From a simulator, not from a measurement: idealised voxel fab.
voxel wiring stack: a process module
cross-section cut | 240 nm wide | cells 5 nm
In this document a cross-section is written as a grid of square cells. It is given as a series of bands, listed from the top down, and a band is one or more rows of cells.
The band entry comprises the height of the band's top followed by the height of its bottom, expressed in nm, and subsequently the band's materials from left to right, each stated together with its width in nm. Where a single material is marked with the word "all across", that material fills the band from edge to edge. The word "blank" represents empty space.
The reference from which all heights are counted is 0, the level beneath which the as-received wafer is entirely one material; the lowest band, having no lower bound, proceeds downward and is written after the example "0 nm and below".
When a width is written as two numbers, as in "30->40", the first number is the width in the top row of cells of the band and the second is the width in its bottom row, and the width changes by the same amount from each row to the next.
For the purposes of this document, the phrase "stayed the same" attached to a step denotes that no cell within the cross-section was modified by that step.
Listed in "Fully closed voids": every empty space of 8 or more cells without an open way to the top. Form: width x height at distance, the distance being from the left edge, all in nm.
What comes after the settings on a step's line is commentary from the simulator itself on that step.
You can add "overlay nm" to a step's line. For a step with a mask, it describes how far the mask lay to the right of its planned position, and a negative number describes a lay to the left.

[Process steps (planned)]
- 1: RECEIVE,material Si
- 2: CONFORMAL_DEP,material SiO2,thk nm 15
- 3: CONFORMAL_DEP,material SiN,thk nm 5
- 4: DIRECTIONAL_DEP,material lowk,thk nm 20
- 5: MASKED_ETCH,tone open,mask id METAL_1,width nm 30,pitch nm 50,etch materials lowk,depth nm 20,overlay nm 0
- 6: MASKED_ETCH,tone open,mask id METAL_1,width nm 30,pitch nm 50,etch materials SiN,depth nm 5,overlay nm 0
- 7: CONFORMAL_DEP,material TiN,thk nm 5
- 8: FILL_DEP,material Cu,thk nm 5
- 9: CMP,height nm 40
- 10: CONFORMAL_DEP,material SiCN,thk nm 5
- 11: DIRECTIONAL_DEP,material SiO2,thk nm 35
- 12: DIRECTIONAL_DEP,material aC,thk nm 15
- 13: PATTERN,tone open,mask id METAL_2,material resist,width nm 30,pitch nm 50,thk nm 35,overlay nm 0
- 14: DIRECTIONAL_ETCH,etch materials aC,depth nm 15
- 15: STRIP,etch materials resist
- 16: DIRECTIONAL_ETCH,etch materials SiO2,depth nm 20
- 17: STRIP,etch materials aC
- 18: MASKED_ETCH,tone open,mask id METAL_2_HOLES,width nm 15,pitch nm 50,etch materials SiO2,depth nm 15,overlay nm 0
- 19: MASKED_ETCH,tone open,mask id METAL_2_HOLES,width nm 15,pitch nm 50,etch materials SiCN,depth nm 5,overlay nm 0
- 20: CONFORMAL_DEP,material TiN,thk nm 5
- 21: FILL_DEP,material Cu,thk nm 10
- 22: CMP,height nm 80
- 23: CONFORMAL_DEP,material SiCN,thk nm 5
- 24: DIRECTIONAL_DEP,material SiO2,thk nm 30
- 25: DIRECTIONAL_DEP,material aC,thk nm 15
- 26: PATTERN,tone open,mask id METAL_3_HOLES,material resist,width nm 15,thk nm 30,overlay nm 0
- 27: DIRECTIONAL_ETCH,etch materials aC,depth nm 15
- 28: STRIP,etch materials resist
- 29: DIRECTIONAL_ETCH,etch materials SiO2,depth nm 30
- 30: STRIP,etch materials aC
- 31: DIRECTIONAL_DEP,material aC,thk nm 10
- 32: PATTERN,tone open,mask id METAL_3,material resist,width nm 30,pitch nm 50,thk nm 25,overlay nm 0
- 33: DIRECTIONAL_ETCH,etch materials aC,depth nm 10
- 34: STRIP,etch materials resist
- 35: DIRECTIONAL_ETCH,etch materials SiO2,depth nm 15
- 36: DIRECTIONAL_ETCH,etch materials SiCN,depth nm 5
- 37: STRIP,etch materials aC
- 38: CONFORMAL_DEP,material TiN,thk nm 5
- 39: FILL_DEP,material Cu,thk nm 10
- 40: CMP,height nm 115
- 41: CONFORMAL_DEP,material SiCN,thk nm 5

[Shown in cross-section is the wafer as received, that is, as it stands after step 1]
    0 nm and below | Si all across
    Fully closed voids: none

[Wafer cross-section at module end: first of two, run to plan]
    120 nm to 115 nm | SiCN all across
    115 nm to 105 nm | SiO2 80 nm, then TiN 5 nm, then Cu 20 nm, then TiN 5 nm, then SiO2 20 nm, then TiN 5 nm, then Cu 20 nm, then TiN 5 nm, then SiO2 80 nm
    105 nm to 100 nm | SiO2 80 nm, then TiN 5 nm, then Cu 5 nm, then TiN 20 nm, then SiO2 20 nm, then TiN 30 nm, then SiO2 80 nm
    100 nm to 85 nm | SiO2 80 nm, then TiN 5 nm, then Cu 5 nm, then TiN 5 nm, then SiO2 145 nm
    85 nm to 80 nm | SiCN 80 nm, then TiN 15 nm, then SiCN 145 nm
    80 nm to 65 nm | SiO2 80 nm, then TiN 5 nm, then Cu 20 nm, then TiN 5 nm, then SiO2 20 nm, then TiN 5 nm, then Cu 20 nm, then TiN 5 nm, then SiO2 80 nm
    65 nm to 60 nm | SiO2 80 nm, then TiN 5 nm, then Cu 5 nm, then TiN 20 nm, then SiO2 20 nm, then TiN 5 nm, then Cu 5 nm, then TiN 20 nm, then SiO2 80 nm
    60 nm to 45 nm | SiO2 80 nm, then TiN 5 nm, then Cu 5 nm, then TiN 5 nm, then SiO2 35 nm, then TiN 5 nm, then Cu 5 nm, then TiN 5 nm, then SiO2 95 nm
    45 nm to 40 nm | SiCN 80 nm, then TiN 15 nm, then SiCN 35 nm, then TiN 15 nm, then SiCN 95 nm
    40 nm to 20 nm | lowk 80 nm, then TiN 5 nm, then Cu 20 nm, then TiN 5 nm, then lowk 20 nm, then TiN 5 nm, then Cu 20 nm, then TiN 5 nm, then lowk 80 nm
    20 nm to 15 nm | SiN 80 nm, then TiN 30 nm, then SiN 20 nm, then TiN 30 nm, then SiN 80 nm
    15 nm to 0 nm | SiO2 all across
    0 nm and below | Si all across
    Fully closed voids: none

[This cross-section belongs to the second wafer of two at the end of the module; the start and the plan were shared with the first, and the run included one mistake]
    120 nm to 115 nm | SiCN all across
    115 nm to 105 nm | SiO2 80 nm, then TiN 5 nm, then Cu 20 nm, then TiN 5 nm, then SiO2 20 nm, then TiN 5 nm, then Cu 20 nm, then TiN 5 nm, then SiO2 80 nm
    105 nm to 100 nm | SiO2 80 nm, then TiN 5 nm, then Cu 5 nm, then TiN 20 nm, then SiO2 20 nm, then TiN 30 nm, then SiO2 80 nm
    100 nm to 85 nm | SiO2 80 nm, then TiN 5 nm, then Cu 5 nm, then TiN 5 nm, then SiO2 145 nm
    85 nm to 80 nm | SiCN 80 nm, then TiN 15 nm, then SiCN 145 nm
    80 nm to 65 nm | SiO2 80 nm, then TiN 5 nm, then Cu 20 nm, then TiN 5 nm, then SiO2 20 nm, then TiN 5 nm, then Cu 20 nm, then TiN 5 nm, then SiO2 80 nm
    65 nm to 60 nm | SiO2 80 nm, then TiN 5 nm, then Cu 5 nm, then TiN 20 nm, then SiO2 20 nm, then TiN 5 nm, then Cu 5 nm, then TiN 20 nm, then SiO2 80 nm
    60 nm to 45 nm | SiO2 80 nm, then TiN 5 nm, then Cu 5 nm, then TiN 5 nm, then SiO2 35 nm, then TiN 5 nm, then Cu 5 nm, then TiN 5 nm, then SiO2 95 nm
    45 nm to 40 nm | SiCN 80 nm, then TiN 15 nm, then SiCN 35 nm, then TiN 15 nm, then SiCN 95 nm
    40 nm to 35 nm | TiN 85 nm, then Cu 20 nm, then TiN 30 nm, then Cu 20 nm, then TiN 85 nm
    35 nm to 20 nm | lowk 80 nm, then TiN 5 nm, then Cu 20 nm, then TiN 5 nm, then lowk 20 nm, then TiN 5 nm, then Cu 20 nm, then TiN 5 nm, then lowk 80 nm
    20 nm to 15 nm | lowk 80 nm, then TiN 30 nm, then lowk 20 nm, then TiN 30 nm, then lowk 80 nm
    15 nm to 0 nm | SiO2 all across
    0 nm and below | Si all across
    Fully closed voids: none
So what did we get wrong on this run? plan step 3 was not performed, having been skipped
The second wafer ends with more or fewer cells of some materials than the first, per final count: SiN -36 | TiN +36
